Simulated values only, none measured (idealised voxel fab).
process module | voxel wiring stack
cross-section cut | 230 nm wide | cells 5 nm
A cross-section is a grid of square cells, given in bands from the top down. A band is one or more rows of cells.
Each band's line starts with the height of the band's top and of its bottom, in nm. Then come its materials from left to right, each with its width in nm. One material with "throughout" fills the band from edge to edge. "air" is empty space.
Height 0 is the level under which the wafer as received is all one material. The lowest band goes on downwards, as in "0 down".
A width such as "30 to 40" changes by the same amount from each row of cells to the next, from the band's top row to its bottom row.
"no change" after a step means that no cell of the cross-section changed.
closed voids: empty space of 8 cells or more with no open way to the top, each as width x height at its distance from the left edge, in nm
after a step's settings: what the simulator itself notes on the step
overlay nm, on a step with a mask: how far to the right of its planned place the mask lay; to the left if negative
Each pair below shows a cross-section before one step and the cross-section after it, down to the lowest band that changed. The line under each pair gives the step between them, with its settings. The pairs can come from different runs of this module on the same starting wafer, so a pair continues from the pair above only where its "before" says so.
before
  0 down: Si throughout
  closed voids: none
after
  10 to 0: SiO2 throughout
  below 0: unchanged
  closed voids: none
the step between: op CONFORMAL_DEP | material SiO2 | thk nm 10
before: the cross-section after the pair above
after
  15 to 10: TiN throughout
  below 10: unchanged
  closed voids: none
the step between: op DIRECTIONAL_DEP | material TiN | thk nm 5
before: the cross-section after the pair above
after
  35 to 15: W throughout
  below 15: unchanged
  closed voids: none
the step between: op DIRECTIONAL_DEP | material W | thk nm 20
before: the cross-section after the pair above
after
  55 to 35: air 60 | resist 25 | air 15 | resist 25 | air 15 | resist 25 | air 65
  below 35: unchanged
  closed voids: none
the step between: op PATTERN | tone cover | mask id METAL_1 | material resist | width nm 25 | pitch nm 40 | thk nm 20 | overlay nm 0
before: the cross-section after the pair above
after
  55 to 35: air 60 | resist 25 | air 15 | resist 25 | air 15 | resist 25 | air 65
  35 to 15: air 60 | W 25 | air 15 | W 25 | air 15 | W 25 | air 65
  below 15: unchanged
  closed voids: none
the step between: op DIRECTIONAL_ETCH | etch materials W | depth nm 20
before: the cross-section after the pair above
after
  55 to 35: air 60 | resist 25 | air 15 | resist 25 | air 15 | resist 25 | air 65
  35 to 15: air 60 | W 25 | air 15 | W 25 | air 15 | W 25 | air 65
  15 to 10: air 60 | TiN 25 | air 15 | TiN 25 | air 15 | TiN 25 | air 65
  below 10: unchanged
  closed voids: none
the step between: op DIRECTIONAL_ETCH | etch materials TiN | depth nm 5
before: the cross-section after the pair above
after
  35 to 15: air 60 | W 25 | air 15 | W 25 | air 15 | W 25 | air 65
  below 15: unchanged
  closed voids: none
the step between: op STRIP | etch materials resist
before: the cross-section after the pair above
after
  40 to 35: air 55 | SiN 35 | air 5 | SiN 35 | air 5 | SiN 35 | air 60
  35 to 15: air 55 | SiN 5 | W 25 | SiN 5 | air 5 | SiN 5 | W 25 | SiN 5 | air 5 | SiN 5 | W 25 | SiN 5 | air 60
  15 to 10: SiN 60 | TiN 25 | SiN 15 | TiN 25 | SiN 15 | TiN 25 | SiN 65
  below 10: unchanged
  closed voids: none
the step between: op CONFORMAL_DEP | material SiN | thk nm 5
before: the cross-section after the pair above
after
  50 to 40: SiO2 throughout
  40 to 35: SiO2 55 | SiN 35 | SiO2 5 | SiN 35 | SiO2 5 | SiN 35 | SiO2 60
  35 to 15: SiO2 55 | SiN 5 | W 25 | SiN 5 | SiO2 5 | SiN 5 | W 25 | SiN 5 | SiO2 5 | SiN 5 | W 25 | SiN 5 | SiO2 60
  below 15: unchanged
  closed voids: none
the step between: op FILL_DEP | material SiO2 | thk nm 10
before: the cross-section after the pair above
after
  35 to 15: SiO2 55 | SiN 5 | W 25 | SiN 5 | SiO2 5 | SiN 5 | W 25 | SiN 5 | SiO2 5 | SiN 5 | W 25 | SiN 5 | SiO2 60
  below 15: unchanged
  closed voids: none
the step between: op CMP | height nm 35
before: the cross-section after the pair above
after
  40 to 35: SiCN throughout
  below 35: unchanged
  closed voids: none
the step between: op CONFORMAL_DEP | material SiCN | thk nm 5
before: the cross-section after the pair above
after
  55 to 40: lowk throughout
  below 40: unchanged
  closed voids: none
the step between: op DIRECTIONAL_DEP | material lowk | thk nm 15
before: the cross-section after the pair above
after
  55 to 40: lowk 60 | air 15 | lowk 65 | air 15 | lowk 75
  below 40: unchanged
  closed voids: none
the step between: op MASKED_ETCH | tone open | mask id PLUG_1 | width nm 15 | pitch nm 80 | etch materials lowk | depth nm 15 | overlay nm 0
before: the cross-section after the pair above
after
  55 to 40: lowk 60 | air 15 | lowk 65 | air 15 | lowk 75
  40 to 35: SiCN 60 | air 15 | SiCN 65 | air 15 | SiCN 75
  below 35: unchanged
  closed voids: none
the step between: op MASKED_ETCH | tone open | mask id PLUG_1 | width nm 15 | pitch nm 80 | etch materials SiCN | depth nm 5 | overlay nm 0
before: the cross-section after the pair above
after
  55 to 45: lowk 60 | air 15 | lowk 65 | air 15 | lowk 75
  45 to 40: lowk 60 | Ru 15 | lowk 65 | Ru 15 | lowk 75
  40 to 35: SiCN 60 | Ru 15 | SiCN 65 | Ru 15 | SiCN 75
  below 35: unchanged
  closed voids: none
the step between: op EPI | material Ru | thk nm 10
before: the cross-section after the pair above
after
  55 to 40: lowk 60 | Ru 15 | lowk 65 | Ru 15 | lowk 75
  below 40: unchanged
  closed voids: none
the step between: op EPI | material Ru | thk nm 10
before: the cross-section after the pair above
after
  60 to 55: TiN throughout
  below 55: unchanged
  closed voids: none
the step between: op DIRECTIONAL_DEP | material TiN | thk nm 5
before: the cross-section after the pair above
after
  75 to 60: Ru throughout
  below 60: unchanged
  closed voids: none
the step between: op DIRECTIONAL_DEP | material Ru | thk nm 15
before: the cross-section after the pair above
after
  85 to 75: aC throughout
  below 75: unchanged
  closed voids: none
the step between: op DIRECTIONAL_DEP | material aC | thk nm 10
before: the cross-section after the pair above
after
  115 to 85: air 60 | resist 25 | air 15 | resist 25 | air 15 | resist 25 | air 65
  below 85: unchanged
  closed voids: none
the step between: op PATTERN | tone cover | mask id METAL_2 | material resist | width nm 25 | pitch nm 40 | thk nm 30 | overlay nm 0
before: the cross-section after the pair above
after
  105 to 85: air 60 | resist 25 | air 15 | resist 25 | air 15 | resist 25 | air 65
  85 to 75: air 60 | aC 25 | air 15 | aC 25 | air 15 | aC 25 | air 65
  below 75: unchanged
  closed voids: none
the step between: op DIRECTIONAL_ETCH | etch materials aC | depth nm 10
before: the cross-section after the pair above
after
  85 to 75: air 60 | aC 25 | air 15 | aC 25 | air 15 | aC 25 | air 65
  below 75: unchanged
  closed voids: none
the step between: op STRIP | etch materials resist
before: the cross-section after the pair above
after
  85 to 75: air 60 | aC 25 | air 15 | aC 25 | air 15 | aC 25 | air 65
  75 to 60: air 60 | Ru 25 | air 15 | Ru 25 | air 15 | Ru 25 | air 65
  below 60: unchanged
  closed voids: none
the step between: op DIRECTIONAL_ETCH | etch materials Ru | depth nm 15
before: the cross-section after the pair above
after
  85 to 75: air 60 | aC 25 | air 15 | aC 25 | air 15 | aC 25 | air 65
  75 to 60: air 60 | Ru 25 | air 15 | Ru 25 | air 15 | Ru 25 | air 65
  60 to 55: air 60 | TiN 25 | air 15 | TiN 25 | air 15 | TiN 25 | air 65
  below 55: unchanged
  closed voids: none
the step between: op DIRECTIONAL_ETCH | etch materials TiN | depth nm 5
before: the cross-section after the pair above
after
  75 to 60: air 60 | Ru 25 | air 15 | Ru 25 | air 15 | Ru 25 | air 65
  below 60: unchanged
  closed voids: none
the step between: op STRIP | etch materials aC
before: the cross-section after the pair above
after
  80 to 75: air 55 | SiCN 35 | air 5 | SiCN 35 | air 5 | SiCN 35 | air 60
  75 to 60: air 55 | SiCN 5 | Ru 25 | SiCN 5 | air 5 | SiCN 5 | Ru 25 | SiCN 5 | air 5 | SiCN 5 | Ru 25 | SiCN 5 | air 60
  60 to 55: SiCN 60 | TiN 25 | SiCN 15 | TiN 25 | SiCN 15 | TiN 25 | SiCN 65
  below 55: unchanged
  closed voids: none
the step between: op CONFORMAL_DEP | material SiCN | thk nm 5
before: the cross-section after the pair above
after
  85 to 80: lowk throughout
  80 to 75: lowk 55 | SiCN 35 | lowk 5 | SiCN 35 | lowk 5 | SiCN 35 | lowk 60
  75 to 60: lowk 55 | SiCN 5 | Ru 25 | SiCN 5 | lowk 5 | SiCN 5 | Ru 25 | SiCN 5 | lowk 5 | SiCN 5 | Ru 25 | SiCN 5 | lowk 60
  below 60: unchanged
  closed voids: none
the step between: op FILL_DEP | material lowk | thk nm 5
before: the cross-section after the pair above
after
  75 to 60: lowk 55 | SiCN 5 | Ru 25 | SiCN 5 | lowk 5 | SiCN 5 | Ru 25 | SiCN 5 | lowk 5 | SiCN 5 | Ru 25 | SiCN 5 | lowk 60
  below 60: unchanged
  closed voids: none
the step between: op CMP | height nm 75
before: the cross-section after the pair above
after
  80 to 75: SiCN throughout
  below 75: unchanged
  closed voids: none
the step between: op CONFORMAL_DEP | material SiCN | thk nm 5
before: the cross-section after the pair above
after
  115 to 80: SiO2 throughout
  below 80: unchanged
  closed voids: none
the step between: op DIRECTIONAL_DEP | material SiO2 | thk nm 35
before: the cross-section after the pair above
after
  115 to 80: SiO2 60 | air 15 | SiO2 25 | air 15 | SiO2 25 | air 15 | SiO2 75
  below 80: unchanged
  closed voids: none
the step between: op MASKED_ETCH | tone open | mask id METAL_3_HOLES | width nm 15 | pitch nm 40 | etch materials SiO2 | depth nm 35 | overlay nm 0
before: the cross-section after the pair above
after
  130 to 115: aC 60 | air 15 | aC 25 | air 15 | aC 25 | air 15 | aC 75
  115 to 95: SiO2 60 | air 15 | SiO2 25 | air 15 | SiO2 25 | air 15 | SiO2 75
  95 to 80: SiO2 60 | aC 15 | SiO2 25 | aC 15 | SiO2 25 | aC 15 | SiO2 75
  below 80: unchanged
  closed voids: none
the step between: op DIRECTIONAL_DEP | material aC | thk nm 15
before: the cross-section after the pair above
after
  160 to 130: resist 60 | air 25 | resist 15 | air 25 | resist 15 | air 25 | resist 65
  below 130: unchanged
  closed voids: none
the step between: op PATTERN | tone open | mask id METAL_3 | material resist | width nm 25 | pitch nm 40 | thk nm 30 | overlay nm 0
before: the cross-section after the pair above
after
  145 to 130: resist 60 | air 25 | resist 15 | air 25 | resist 15 | air 25 | resist 65
  130 to 115: aC 60 | air 25 | aC 15 | air 25 | aC 15 | air 25 | aC 65
  115 to 80: SiO2 60 | air 15 | SiO2 25 | air 15 | SiO2 25 | air 15 | SiO2 75
  below 80: unchanged
  closed voids: none
the step between: op DIRECTIONAL_ETCH | etch materials aC | depth nm 15
before: the cross-section after the pair above
after
  130 to 115: aC 60 | air 25 | aC 15 | air 25 | aC 15 | air 25 | aC 65
  below 115: unchanged
  closed voids: none
the step between: op STRIP | etch materials resist
before: the cross-section after the pair above
after
  130 to 115: aC 60 | air 25 | aC 15 | air 25 | aC 15 | air 25 | aC 65
  115 to 95: SiO2 60 | air 25 | SiO2 15 | air 25 | SiO2 15 | air 25 | SiO2 65
  below 95: unchanged
  closed voids: none
the step between: op DIRECTIONAL_ETCH | etch materials SiO2 | depth nm 20
before: the cross-section after the pair above
after
  130 to 115: aC 60 | air 25 | aC 15 | air 25 | aC 15 | air 25 | aC 65
  115 to 95: SiO2 60 | air 25 | SiO2 15 | air 25 | SiO2 15 | air 25 | SiO2 65
  95 to 80: SiO2 60 | air 15 | SiO2 25 | air 15 | SiO2 25 | air 15 | SiO2 75
  80 to 75: SiCN 60 | air 15 | SiCN 25 | air 15 | SiCN 25 | air 15 | SiCN 75
  below 75: unchanged
  closed voids: none
the step between: op DIRECTIONAL_ETCH | etch materials SiCN | depth nm 5
before: the cross-section after the pair above
after
  115 to 95: SiO2 60 | air 25 | SiO2 15 | air 25 | SiO2 15 | air 25 | SiO2 65
  below 95: unchanged
  closed voids: none
the step between: op STRIP | etch materials aC
before: the cross-section after the pair above
after
  120 to 115: TiN 65 | air 15 | TiN 25 | air 15 | TiN 25 | air 15 | TiN 70
  115 to 100: SiO2 60 | TiN 5 | air 15 | TiN 5 | SiO2 15 | TiN 5 | air 15 | TiN 5 | SiO2 15 | TiN 5 | air 15 | TiN 5 | SiO2 65
  100 to 95: SiO2 60 | TiN 5 | air 5 | TiN 15 | SiO2 15 | TiN 5 | air 5 | TiN 15 | SiO2 15 | TiN 5 | air 5 | TiN 15 | SiO2 65
  95 to 80: SiO2 60 | TiN 5 | air 5 | TiN 5 | SiO2 25 | TiN 5 | air 5 | TiN 5 | SiO2 25 | TiN 5 | air 5 | TiN 5 | SiO2 75
  80 to 75: SiCN 60 | TiN 15 | SiCN 25 | TiN 15 | SiCN 25 | TiN 15 | SiCN 75
  below 75: unchanged
  closed voids: none
the step between: op CONFORMAL_DEP | material TiN | thk nm 5
before: the cross-section after the pair above
after
  130 to 120: Cu throughout
  120 to 115: TiN 65 | Cu 15 | TiN 25 | Cu 15 | TiN 25 | Cu 15 | TiN 70
  115 to 100: SiO2 60 | TiN 5 | Cu 15 | TiN 5 | SiO2 15 | TiN 5 | Cu 15 | TiN 5 | SiO2 15 | TiN 5 | Cu 15 | TiN 5 | SiO2 65
  100 to 95: SiO2 60 | TiN 5 | Cu 5 | TiN 15 | SiO2 15 | TiN 5 | Cu 5 | TiN 15 | SiO2 15 | TiN 5 | Cu 5 | TiN 15 | SiO2 65
  95 to 80: SiO2 60 | TiN 5 | Cu 5 | TiN 5 | SiO2 25 | TiN 5 | Cu 5 | TiN 5 | SiO2 25 | TiN 5 | Cu 5 | TiN 5 | SiO2 75
  below 80: unchanged
  closed voids: none
the step between: op FILL_DEP | material Cu | thk nm 10
before: the cross-section after the pair above
after
  115 to 100: SiO2 60 | TiN 5 | Cu 15 | TiN 5 | SiO2 15 | TiN 5 | Cu 15 | TiN 5 | SiO2 15 | TiN 5 | Cu 15 | TiN 5 | SiO2 65
  below 100: unchanged
  closed voids: none
the step between: op CMP | height nm 115
before: the cross-section after the pair above
after
  120 to 115: SiCN throughout
  below 115: unchanged
  closed voids: none
the step between: op CONFORMAL_DEP | material SiCN | thk nm 5
before: the cross-section after the pair above
after
  145 to 120: lowk throughout
  below 120: unchanged
  closed voids: none
the step between: op DIRECTIONAL_DEP | material lowk | thk nm 25
before: the cross-section after the pair above
after
  160 to 145: aC throughout
  below 145: unchanged
  closed voids: none
the step between: op DIRECTIONAL_DEP | material aC | thk nm 15
before: the cross-section after the pair above
after
  195 to 160: resist 60 | air 15 | resist 25 | air 15 | resist 25 | air 15 | resist 75
  below 160: unchanged
  closed voids: none
the step between: op PATTERN | tone open | mask id METAL_4_HOLES | material resist | width nm 15 | pitch nm 40 | thk nm 35 | overlay nm 0
before: the cross-section after the pair above
after
  180 to 160: resist 60 | air 15 | resist 25 | air 15 | resist 25 | air 15 | resist 75
  160 to 145: aC 60 | air 15 | aC 25 | air 15 | aC 25 | air 15 | aC 75
  below 145: unchanged
  closed voids: none
the step between: op DIRECTIONAL_ETCH | etch materials aC | depth nm 15
before: the cross-section after the pair above
after
  160 to 145: aC 60 | air 15 | aC 25 | air 15 | aC 25 | air 15 | aC 75
  below 145: unchanged
  closed voids: none
the step between: op STRIP | etch materials resist
before: the cross-section after the pair above
after
  160 to 145: aC 60 | air 15 | aC 25 | air 15 | aC 25 | air 15 | aC 75
  145 to 120: lowk 60 | air 15 | lowk 25 | air 15 | lowk 25 | air 15 | lowk 75
  below 120: unchanged
  closed voids: none
the step between: op DIRECTIONAL_ETCH | etch materials lowk | depth nm 25
before: the cross-section after the pair above
after
  145 to 120: lowk 60 | air 15 | lowk 25 | air 15 | lowk 25 | air 15 | lowk 75
  below 120: unchanged
  closed voids: none
the step between: op STRIP | etch materials aC
before: the cross-section after the pair above
after
  145 to 130: lowk 60 | air 25 | lowk 15 | air 25 | lowk 15 | air 25 | lowk 65
  below 130: unchanged
  closed voids: none
the step between: op MASKED_ETCH | tone open | mask id METAL_4 | width nm 25 | pitch nm 40 | etch materials lowk | depth nm 15 | overlay nm 0
before: the cross-section after the pair above
after
  145 to 130: lowk 60 | air 25 | lowk 15 | air 25 | lowk 15 | air 25 | lowk 65
  130 to 120: lowk 60 | air 15 | lowk 25 | air 15 | lowk 25 | air 15 | lowk 75
  120 to 115: SiCN 60 | air 15 | SiCN 25 | air 15 | SiCN 25 | air 15 | SiCN 75
  below 115: unchanged
  closed voids: none
the step between: op MASKED_ETCH | tone open | mask id METAL_4 | width nm 25 | pitch nm 40 | etch materials SiCN | depth nm 5 | overlay nm 0
before: the cross-section after the pair above
after
  150 to 145: TiN 65 | air 15 | TiN 25 | air 15 | TiN 25 | air 15 | TiN 70
  145 to 135: lowk 60 | TiN 5 | air 15 | TiN 5 | lowk 15 | TiN 5 | air 15 | TiN 5 | lowk 15 | TiN 5 | air 15 | TiN 5 | lowk 65
  135 to 130: lowk 60 | TiN 5 | air 5 | TiN 15 | lowk 15 | TiN 5 | air 5 | TiN 15 | lowk 15 | TiN 5 | air 5 | TiN 15 | lowk 65
  130 to 120: lowk 60 | TiN 5 | air 5 | TiN 5 | lowk 25 | TiN 5 | air 5 | TiN 5 | lowk 25 | TiN 5 | air 5 | TiN 5 | lowk 75
  120 to 115: SiCN 60 | TiN 15 | SiCN 25 | TiN 15 | SiCN 25 | TiN 15 | SiCN 75
  below 115: unchanged
  closed voids: none
the step between: op CONFORMAL_DEP | material TiN | thk nm 5
before: the cross-section after the pair above
after
  160 to 150: Ru throughout
  150 to 145: TiN 65 | Ru 15 | TiN 25 | Ru 15 | TiN 25 | Ru 15 | TiN 70
  145 to 135: lowk 60 | TiN 5 | Ru 15 | TiN 5 | lowk 15 | TiN 5 | Ru 15 | TiN 5 | lowk 15 | TiN 5 | Ru 15 | TiN 5 | lowk 65
  135 to 130: lowk 60 | TiN 5 | Ru 5 | TiN 15 | lowk 15 | TiN 5 | Ru 5 | TiN 15 | lowk 15 | TiN 5 | Ru 5 | TiN 15 | lowk 65
  130 to 120: lowk 60 | TiN 5 | Ru 5 | TiN 5 | lowk 25 | TiN 5 | Ru 5 | TiN 5 | lowk 25 | TiN 5 | Ru 5 | TiN 5 | lowk 75
  below 120: unchanged
  closed voids: none
the step between: op FILL_DEP | material Ru | thk nm 10
before: the cross-section after the pair above
after
  145 to 135: lowk 60 | TiN 5 | Ru 15 | TiN 5 | lowk 15 | TiN 5 | Ru 15 | TiN 5 | lowk 15 | TiN 5 | Ru 15 | TiN 5 | lowk 65
  below 135: unchanged
  closed voids: none
the step between: op CMP | height nm 145
before: the cross-section after the pair above
after
  150 to 145: SiCN throughout
  below 145: unchanged
  closed voids: none
the step between: op CONFORMAL_DEP | material SiCN | thk nm 5
before
  50 to 40: SiO2 throughout
  40 to 35: SiO2 55 | SiN 35 | SiO2 5 | SiN 35 | SiO2 5 | SiN 35 | SiO2 60
  35 to 15: SiO2 55 | SiN 5 | W 25 | SiN 5 | SiO2 5 | SiN 5 | W 25 | SiN 5 | SiO2 5 | SiN 5 | W 25 | SiN 5 | SiO2 60
  15 to 10: SiN 60 | TiN 25 | SiN 15 | TiN 25 | SiN 15 | TiN 25 | SiN 65
  10 to 0: SiO2 throughout
  0 down: Si throughout
  closed voids: none
after
  55 to 50: SiCN throughout
  below 50: unchanged
  closed voids: none
the step between: op CONFORMAL_DEP | material SiCN | thk nm 5
before: the cross-section after the pair above
after
  70 to 55: lowk throughout
  below 55: unchanged
  closed voids: none
the step between: op DIRECTIONAL_DEP | material lowk | thk nm 15
before: the cross-section after the pair above
after
  70 to 55: lowk 60 | air 15 | lowk 65 | air 15 | lowk 75
  below 55: unchanged
  closed voids: none
the step between: op MASKED_ETCH | tone open | mask id PLUG_1 | width nm 15 | pitch nm 80 | etch materials lowk | depth nm 15 | overlay nm 0
before: the cross-section after the pair above
after
  70 to 55: lowk 60 | air 15 | lowk 65 | air 15 | lowk 75
  55 to 50: SiCN 60 | air 15 | SiCN 65 | air 15 | SiCN 75
  below 50: unchanged
  closed voids: none
the step between: op MASKED_ETCH | tone open | mask id PLUG_1 | width nm 15 | pitch nm 80 | etch materials SiCN | depth nm 5 | overlay nm 0
before: the cross-section after the pair above
after
  75 to 70: TiN 60 | air 15 | TiN 65 | air 15 | TiN 75
  70 to 55: lowk 60 | air 15 | lowk 65 | air 15 | lowk 75
  55 to 50: SiCN 60 | TiN 15 | SiCN 65 | TiN 15 | SiCN 75
  below 50: unchanged
  closed voids: none
the step between: op DIRECTIONAL_DEP | material TiN | thk nm 5
before: the cross-section after the pair above
after
  90 to 75: Ru 60 | air 15 | Ru 65 | air 15 | Ru 75
  75 to 70: TiN 60 | air 15 | TiN 65 | air 15 | TiN 75
  70 to 55: lowk 60 | Ru 15 | lowk 65 | Ru 15 | lowk 75
  below 55: unchanged
  closed voids: none
the step between: op DIRECTIONAL_DEP | material Ru | thk nm 15
before: the cross-section after the pair above
after
  100 to 90: aC 60 | air 15 | aC 65 | air 15 | aC 75
  90 to 80: Ru 60 | air 15 | Ru 65 | air 15 | Ru 75
  80 to 75: Ru 60 | aC 15 | Ru 65 | aC 15 | Ru 75
  75 to 70: TiN 60 | aC 15 | TiN 65 | aC 15 | TiN 75
  below 70: unchanged
  closed voids: none
the step between: op DIRECTIONAL_DEP | material aC | thk nm 10
before: the cross-section after the pair above
after
  130 to 100: air 60 | resist 25 | air 15 | resist 25 | air 15 | resist 25 | air 65
  100 to 90: aC 60 | resist 15 | aC 65 | resist 15 | aC 75
  90 to 80: Ru 60 | resist 15 | Ru 65 | resist 15 | Ru 75
  below 80: unchanged
  closed voids: none
the step between: op PATTERN | tone cover | mask id METAL_2 | material resist | width nm 25 | pitch nm 40 | thk nm 30 | overlay nm 0
before: the cross-section after the pair above
after
  120 to 100: air 60 | resist 25 | air 15 | resist 25 | air 15 | resist 25 | air 65
  100 to 90: air 60 | resist 15 | aC 10 | air 15 | aC 25 | air 15 | resist 15 | aC 10 | air 65
  below 90: unchanged
  closed voids: none
the step between: op DIRECTIONAL_ETCH | etch materials aC | depth nm 10
before: the cross-section after the pair above
after
  100 to 90: air 75 | aC 10 | air 15 | aC 25 | air 30 | aC 10 | air 65
  90 to 80: Ru 60 | air 15 | Ru 65 | air 15 | Ru 75
  below 80: unchanged
  closed voids: none
the step between: op STRIP | etch materials resist
before: the cross-section after the pair above
after
  100 to 90: air 75 | aC 10 | air 15 | aC 25 | air 30 | aC 10 | air 65
  90 to 80: air 75 | Ru 10 | air 15 | Ru 25 | air 30 | Ru 10 | air 65
  80 to 75: air 60 | aC 15 | Ru 10 | air 15 | Ru 25 | air 15 | aC 15 | Ru 10 | air 65
  below 75: unchanged
  closed voids: none
the step between: op DIRECTIONAL_ETCH | etch materials Ru | depth nm 15
before: the cross-section after the pair above
after
  100 to 90: air 75 | aC 10 | air 15 | aC 25 | air 30 | aC 10 | air 65
  90 to 80: air 75 | Ru 10 | air 15 | Ru 25 | air 30 | Ru 10 | air 65
  80 to 75: air 60 | aC 15 | Ru 10 | air 15 | Ru 25 | air 15 | aC 15 | Ru 10 | air 65
  75 to 70: air 60 | aC 15 | TiN 10 | air 15 | TiN 25 | air 15 | aC 15 | TiN 10 | air 65
  below 70: unchanged
  closed voids: none
the step between: op DIRECTIONAL_ETCH | etch materials TiN | depth nm 5
before: the cross-section after the pair above
after
  90 to 75: air 75 | Ru 10 | air 15 | Ru 25 | air 30 | Ru 10 | air 65
  75 to 70: air 75 | TiN 10 | air 15 | TiN 25 | air 30 | TiN 10 | air 65
  below 70: unchanged
  closed voids: none
the step between: op STRIP | etch materials aC
before: the cross-section after the pair above
after
  95 to 90: air 70 | SiCN 20 | air 5 | SiCN 35 | air 20 | SiCN 20 | air 60
  90 to 75: air 70 | SiCN 5 | Ru 10 | SiCN 5 | air 5 | SiCN 5 | Ru 25 | SiCN 5 | air 20 | SiCN 5 | Ru 10 | SiCN 5 | air 60
  75 to 70: SiCN 75 | TiN 10 | SiCN 15 | TiN 25 | SiCN 30 | TiN 10 | SiCN 65
  below 70: unchanged
  closed voids: none
the step between: op CONFORMAL_DEP | material SiCN | thk nm 5
before: the cross-section after the pair above
after
  100 to 95: lowk throughout
  95 to 90: lowk 70 | SiCN 20 | lowk 5 | SiCN 35 | lowk 20 | SiCN 20 | lowk 60
  90 to 75: lowk 70 | SiCN 5 | Ru 10 | SiCN 5 | lowk 5 | SiCN 5 | Ru 25 | SiCN 5 | lowk 20 | SiCN 5 | Ru 10 | SiCN 5 | lowk 60
  below 75: unchanged
  closed voids: none
the step between: op FILL_DEP | material lowk | thk nm 5
before: the cross-section after the pair above
after
  75 to 70: SiCN 75 | TiN 10 | SiCN 15 | TiN 25 | SiCN 30 | TiN 10 | SiCN 65
  below 70: unchanged
  closed voids: none
the step between: op CMP | height nm 75
before: the cross-section after the pair above
after
  80 to 75: SiCN throughout
  below 75: unchanged
  closed voids: none
the step between: op CONFORMAL_DEP | material SiCN | thk nm 5
before: the cross-section after the pair above
after
  115 to 80: SiO2 throughout
  below 80: unchanged
  closed voids: none
the step between: op DIRECTIONAL_DEP | material SiO2 | thk nm 35
before: the cross-section after the pair above
after
  115 to 80: SiO2 60 | air 15 | SiO2 25 | air 15 | SiO2 25 | air 15 | SiO2 75
  below 80: unchanged
  closed voids: none
the step between: op MASKED_ETCH | tone open | mask id METAL_3_HOLES | width nm 15 | pitch nm 40 | etch materials SiO2 | depth nm 35 | overlay nm 0
before: the cross-section after the pair above
after
  130 to 115: aC 60 | air 15 | aC 25 | air 15 | aC 25 | air 15 | aC 75
  115 to 95: SiO2 60 | air 15 | SiO2 25 | air 15 | SiO2 25 | air 15 | SiO2 75
  95 to 80: SiO2 60 | aC 15 | SiO2 25 | aC 15 | SiO2 25 | aC 15 | SiO2 75
  below 80: unchanged
  closed voids: none
the step between: op DIRECTIONAL_DEP | material aC | thk nm 15
before: the cross-section after the pair above
after
  160 to 130: resist 60 | air 25 | resist 15 | air 25 | resist 15 | air 25 | resist 65
  below 130: unchanged
  closed voids: none
the step between: op PATTERN | tone open | mask id METAL_3 | material resist | width nm 25 | pitch nm 40 | thk nm 30 | overlay nm 0
before: the cross-section after the pair above
after
  145 to 130: resist 60 | air 25 | resist 15 | air 25 | resist 15 | air 25 | resist 65
  130 to 115: aC 60 | air 25 | aC 15 | air 25 | aC 15 | air 25 | aC 65
  115 to 80: SiO2 60 | air 15 | SiO2 25 | air 15 | SiO2 25 | air 15 | SiO2 75
  below 80: unchanged
  closed voids: none
the step between: op DIRECTIONAL_ETCH | etch materials aC | depth nm 15
before: the cross-section after the pair above
after
  130 to 115: aC 60 | air 25 | aC 15 | air 25 | aC 15 | air 25 | aC 65
  below 115: unchanged
  closed voids: none
the step between: op STRIP | etch materials resist
before: the cross-section after the pair above
after
  130 to 115: aC 60 | air 25 | aC 15 | air 25 | aC 15 | air 25 | aC 65
  115 to 95: SiO2 60 | air 25 | SiO2 15 | air 25 | SiO2 15 | air 25 | SiO2 65
  below 95: unchanged
  closed voids: none
the step between: op DIRECTIONAL_ETCH | etch materials SiO2 | depth nm 20
before: the cross-section after the pair above
after
  130 to 115: aC 60 | air 25 | aC 15 | air 25 | aC 15 | air 25 | aC 65
  115 to 95: SiO2 60 | air 25 | SiO2 15 | air 25 | SiO2 15 | air 25 | SiO2 65
  95 to 80: SiO2 60 | air 15 | SiO2 25 | air 15 | SiO2 25 | air 15 | SiO2 75
  80 to 75: SiCN 60 | air 15 | SiCN 25 | air 15 | SiCN 25 | air 15 | SiCN 75
  below 75: unchanged
  closed voids: none
the step between: op DIRECTIONAL_ETCH | etch materials SiCN | depth nm 5
before: the cross-section after the pair above
after
  115 to 95: SiO2 60 | air 25 | SiO2 15 | air 25 | SiO2 15 | air 25 | SiO2 65
  below 95: unchanged
  closed voids: none
the step between: op STRIP | etch materials aC
before: the cross-section after the pair above
after
  120 to 115: TiN 65 | air 15 | TiN 25 | air 15 | TiN 25 | air 15 | TiN 70
  115 to 100: SiO2 60 | TiN 5 | air 15 | TiN 5 | SiO2 15 | TiN 5 | air 15 | TiN 5 | SiO2 15 | TiN 5 | air 15 | TiN 5 | SiO2 65
  100 to 95: SiO2 60 | TiN 5 | air 5 | TiN 15 | SiO2 15 | TiN 5 | air 5 | TiN 15 | SiO2 15 | TiN 5 | air 5 | TiN 15 | SiO2 65
  95 to 80: SiO2 60 | TiN 5 | air 5 | TiN 5 | SiO2 25 | TiN 5 | air 5 | TiN 5 | SiO2 25 | TiN 5 | air 5 | TiN 5 | SiO2 75
  80 to 70: SiCN 60 to 75 | TiN 15 to 10 | SiCN 25 to 15 | TiN 15 to 25 | SiCN 25 to 30 | TiN 15 to 10 | SiCN 75 to 65
  below 70: unchanged
  closed voids: none
the step between: op CONFORMAL_DEP | material TiN | thk nm 5
before: the cross-section after the pair above
after
  130 to 120: Cu throughout
  120 to 115: TiN 65 | Cu 15 | TiN 25 | Cu 15 | TiN 25 | Cu 15 | TiN 70
  115 to 100: SiO2 60 | TiN 5 | Cu 15 | TiN 5 | SiO2 15 | TiN 5 | Cu 15 | TiN 5 | SiO2 15 | TiN 5 | Cu 15 | TiN 5 | SiO2 65
  100 to 95: SiO2 60 | TiN 5 | Cu 5 | TiN 15 | SiO2 15 | TiN 5 | Cu 5 | TiN 15 | SiO2 15 | TiN 5 | Cu 5 | TiN 15 | SiO2 65
  95 to 80: SiO2 60 | TiN 5 | Cu 5 | TiN 5 | SiO2 25 | TiN 5 | Cu 5 | TiN 5 | SiO2 25 | TiN 5 | Cu 5 | TiN 5 | SiO2 75
  below 80: unchanged
  closed voids: none
the step between: op FILL_DEP | material Cu | thk nm 10
before: the cross-section after the pair above
after
  115 to 100: SiO2 60 | TiN 5 | Cu 15 | TiN 5 | SiO2 15 | TiN 5 | Cu 15 | TiN 5 | SiO2 15 | TiN 5 | Cu 15 | TiN 5 | SiO2 65
  below 100: unchanged
  closed voids: none
the step between: op CMP | height nm 115
before: the cross-section after the pair above
after
  120 to 115: SiCN throughout
  below 115: unchanged
  closed voids: none
the step between: op CONFORMAL_DEP | material SiCN | thk nm 5
before: the cross-section after the pair above
after
  145 to 120: lowk throughout
  below 120: unchanged
  closed voids: none
the step between: op DIRECTIONAL_DEP | material lowk | thk nm 25
before: the cross-section after the pair above
after
  160 to 145: aC throughout
  below 145: unchanged
  closed voids: none
the step between: op DIRECTIONAL_DEP | material aC | thk nm 15
